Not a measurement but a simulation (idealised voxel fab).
process module | voxel double patterning
cross-section cut | 165 nm wide | cells 5 nm
A cross-section is a grid of square cells, given in bands from the top down. A band is one or more rows of cells.
Each band's line starts with the height of the band's top and of its bottom, in nm. Then come its materials from left to right, each with its width in nm. One material with "throughout" fills the band from edge to edge. "air" is empty space.
Height 0 is the level under which the wafer as received is all one material. The lowest band goes on downwards, as in "0 down".
A width such as "30 to 40" changes by the same amount from each row of cells to the next, from the band's top row to its bottom row.
"no change" after a step means that no cell of the cross-section changed.
closed voids: empty space of 8 cells or more with no open way to the top, each as width x height at its distance from the left edge, in nm
after a step's settings: what the simulator itself notes on the step
overlay nm, on a step with a mask: how far to the right of its planned place the mask lay; to the left if negative
plan
1 op RECEIVE | material Si
2 op CONFORMAL_DEP | material SiN | thk nm 5
3 op DIRECTIONAL_DEP | material SiO2 | thk nm 15
4 op DIRECTIONAL_DEP | material SiCN | thk nm 5
5 op DIRECTIONAL_DEP | material aC | thk nm 15
6 op PATTERN | tone open | mask id FIRST | material resist | width nm 15 | pitch nm 50 | thk nm 35 | overlay nm 0
7 op DIRECTIONAL_ETCH | etch materials aC | depth nm 15
8 op STRIP | etch materials resist
9 op DIRECTIONAL_ETCH | etch materials SiCN | depth nm 5
10 op STRIP | etch materials aC
11 op DIRECTIONAL_DEP | material aC | thk nm 15
12 op PATTERN | tone open | mask id SECOND | material resist | width nm 15 | thk nm 35 | overlay nm 0
13 op DIRECTIONAL_ETCH | etch materials aC | depth nm 15
14 op STRIP | etch materials resist
15 op DIRECTIONAL_ETCH | etch materials SiCN | depth nm 5
16 op STRIP | etch materials aC
17 op DIRECTIONAL_ETCH | etch materials SiO2 | depth nm 15
18 op STRIP | etch materials SiCN
first wafer, as planned
as received, after step 1
  0 down: Si throughout
  closed voids: none
after step 2
  5 to 0: SiN throughout
  below 0: unchanged
after step 3
  20 to 5: SiO2 throughout
  below 5: unchanged
after step 4
  25 to 20: SiCN throughout
  below 20: unchanged
after step 5
  40 to 25: aC throughout
  below 25: unchanged
after step 6
  75 to 40: resist 50 | air 15 | resist 35 | air 15 | resist 50
  below 40: unchanged
after step 7
  60 to 40: resist 50 | air 15 | resist 35 | air 15 | resist 50
  40 to 25: aC 50 | air 15 | aC 35 | air 15 | aC 50
  below 25: unchanged
after step 8
  40 to 25: aC 50 | air 15 | aC 35 | air 15 | aC 50
  below 25: unchanged
after step 9
  40 to 25: aC 50 | air 15 | aC 35 | air 15 | aC 50
  25 to 20: SiCN 50 | air 15 | SiCN 35 | air 15 | SiCN 50
  below 20: unchanged
after step 10
  25 to 20: SiCN 50 | air 15 | SiCN 35 | air 15 | SiCN 50
  below 20: unchanged
after step 11
  40 to 35: aC 50 | air 15 | aC 35 | air 15 | aC 50
  35 to 25: aC throughout
  25 to 20: SiCN 50 | aC 15 | SiCN 35 | aC 15 | SiCN 50
  below 20: unchanged
after step 12
  75 to 40: resist 75 | air 15 | resist 75
  40 to 35: aC 50 | resist 15 | aC 35 | resist 15 | aC 50
  below 35: unchanged
after step 13
  60 to 40: resist 75 | air 15 | resist 75
  40 to 35: aC 50 | resist 15 | aC 10 | air 15 | aC 10 | resist 15 | aC 50
  35 to 25: aC 75 | air 15 | aC 75
  below 25: unchanged
after step 14
  40 to 35: aC 50 | air 15 | aC 10 | air 15 | aC 10 | air 15 | aC 50
  below 35: unchanged
after step 15
  40 to 35: aC 50 | air 15 | aC 10 | air 15 | aC 10 | air 15 | aC 50
  35 to 25: aC 75 | air 15 | aC 75
  25 to 20: SiCN 50 | aC 15 | SiCN 10 | air 15 | SiCN 10 | aC 15 | SiCN 50
  below 20: unchanged
after step 16
  25 to 20: SiCN 50 | air 15 | SiCN 10 | air 15 | SiCN 10 | air 15 | SiCN 50
  below 20: unchanged
after step 17
  25 to 20: SiCN 50 | air 15 | SiCN 10 | air 15 | SiCN 10 | air 15 | SiCN 50
  20 to 5: SiO2 50 | air 15 | SiO2 10 | air 15 | SiO2 10 | air 15 | SiO2 50
  below 5: unchanged
after step 18
  20 to 5: SiO2 50 | air 15 | SiO2 10 | air 15 | SiO2 10 | air 15 | SiO2 50
  below 5: unchanged
second wafer: like start, like plan, one mistake. Through step 1 it matches the first wafer
when step 2 should have ended
  15 to 0: SiN throughout
  below 0: unchanged
when step 3 should have ended
  30 to 15: SiO2 throughout
  below 15: unchanged
when step 4 should have ended
  35 to 30: SiCN throughout
  below 30: unchanged
when step 5 should have ended
  50 to 35: aC throughout
  below 35: unchanged
when step 6 should have ended
  85 to 50: resist 50 | air 15 | resist 35 | air 15 | resist 50
  below 50: unchanged
when step 7 should have ended
  70 to 50: resist 50 | air 15 | resist 35 | air 15 | resist 50
  50 to 35: aC 50 | air 15 | aC 35 | air 15 | aC 50
  below 35: unchanged
when step 8 should have ended
  50 to 35: aC 50 | air 15 | aC 35 | air 15 | aC 50
  below 35: unchanged
when step 9 should have ended
  50 to 35: aC 50 | air 15 | aC 35 | air 15 | aC 50
  35 to 30: SiCN 50 | air 15 | SiCN 35 | air 15 | SiCN 50
  below 30: unchanged
when step 10 should have ended
  35 to 30: SiCN 50 | air 15 | SiCN 35 | air 15 | SiCN 50
  below 30: unchanged
when step 11 should have ended
  50 to 45: aC 50 | air 15 | aC 35 | air 15 | aC 50
  45 to 35: aC throughout
  35 to 30: SiCN 50 | aC 15 | SiCN 35 | aC 15 | SiCN 50
  below 30: unchanged
when step 12 should have ended
  85 to 50: resist 75 | air 15 | resist 75
  50 to 45: aC 50 | resist 15 | aC 35 | resist 15 | aC 50
  below 45: unchanged
when step 13 should have ended
  70 to 50: resist 75 | air 15 | resist 75
  50 to 45: aC 50 | resist 15 | aC 10 | air 15 | aC 10 | resist 15 | aC 50
  45 to 35: aC 75 | air 15 | aC 75
  below 35: unchanged
when step 14 should have ended
  50 to 45: aC 50 | air 15 | aC 10 | air 15 | aC 10 | air 15 | aC 50
  below 45: unchanged
when step 15 should have ended
  50 to 45: aC 50 | air 15 | aC 10 | air 15 | aC 10 | air 15 | aC 50
  45 to 35: aC 75 | air 15 | aC 75
  35 to 30: SiCN 50 | aC 15 | SiCN 10 | air 15 | SiCN 10 | aC 15 | SiCN 50
  below 30: unchanged
when step 16 should have ended
  35 to 30: SiCN 50 | air 15 | SiCN 10 | air 15 | SiCN 10 | air 15 | SiCN 50
  below 30: unchanged
when step 17 should have ended
  35 to 30: SiCN 50 | air 15 | SiCN 10 | air 15 | SiCN 10 | air 15 | SiCN 50
  30 to 15: SiO2 50 | air 15 | SiO2 10 | air 15 | SiO2 10 | air 15 | SiO2 50
  below 15: unchanged
when step 18 should have ended
  30 to 15: SiO2 50 | air 15 | SiO2 10 | air 15 | SiO2 10 | air 15 | SiO2 50
  below 15: unchanged
what went wrong: step 2 ran as: op CONFORMAL_DEP | material SiN | thk nm 15
at the end the second wafer has, in cells: 66 more of SiN
